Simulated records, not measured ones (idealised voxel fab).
The document below concerns the process module designated voxel released beams.
cross-section cut | 155 nm wide | cells 5 nm
Cross-section format: a grid of square cells, given as bands from top to bottom; each band is one or more rows of cells.
Band: top and bottom heights (nm) first, top before bottom; then materials from left to right, widths in nm. "throughout" marks a sole material filling the band edge to edge. "air" denotes empty space.
Heights are reckoned from 0. Under this level, the received wafer is all of one material. The bottommost band is open-ended downward, for example "top 0, no bottom".
The notation "30->40" denotes a width that varies across the rows of cells in the band, beginning at the first number in the top row, finishing at the second number in the bottom row, and changing by an identical amount from each row to the next.
Given "nothing was modified" for a step, no cell of the cross-section differs between before and after that step.
The entry "Entrapped void list" lists the empty spaces that cover at least 8 cells and have no open path to the top. Each is written as width x height at distance, where the distance is measured from the left edge and all three values are in nm.
Formally, on a step line, whatever follows the settings is a remark that the simulator itself makes on the step.
overlay nm: mask offset rightward from planned place, masked step; negative means leftward offset.
Steps in the process plan
1: RECEIVE | material Si
2: CONFORMAL_DEP | material Al2O3 | thk nm 5
3: DIRECTIONAL_DEP | material SiO2 | thk nm 10
4: DIRECTIONAL_DEP | material aC | thk nm 15
5: PATTERN | tone open | mask id ANCHOR | material resist | width nm 40 | thk nm 35 | overlay nm 0
6: DIRECTIONAL_ETCH | etch materials aC | depth nm 15
7: STRIP | etch materials resist
8: DIRECTIONAL_ETCH | etch materials SiO2 | depth nm 10
9: STRIP | etch materials aC
10: CONFORMAL_DEP | material SiN | thk nm 15
11: MASKED_ETCH | tone cover | mask id BEAM | width nm 100 | etch materials SiN | depth nm 15 | overlay nm 0
12: STRIP | etch materials SiO2
Cross-section: wafer on arrival = after step 1
  top 0, no bottom | Si throughout
  Entrapped void list: none
Starting wafer: above. Plan: above. Run: one mistake. Cross-section after the module: below
  top 30, bottom 20 | 25 nm air, then 15 nm SiN, then 20 nm air, then 65 nm SiN, then 30 nm air
  top 20, bottom 15 | 25 nm air, then 100 nm SiN, then 30 nm air
  top 15, bottom 5 | 25 nm air, then 50 nm SiN, then 80 nm air
  top 5, bottom 0 | Al2O3 throughout
  top 0, no bottom | Si throughout
  Entrapped void list: none
what went wrong: step 5 changed vs plan, executed as PATTERN | tone open | mask id ANCHOR | material resist | width nm 50 | thk nm 35 | overlay nm 0
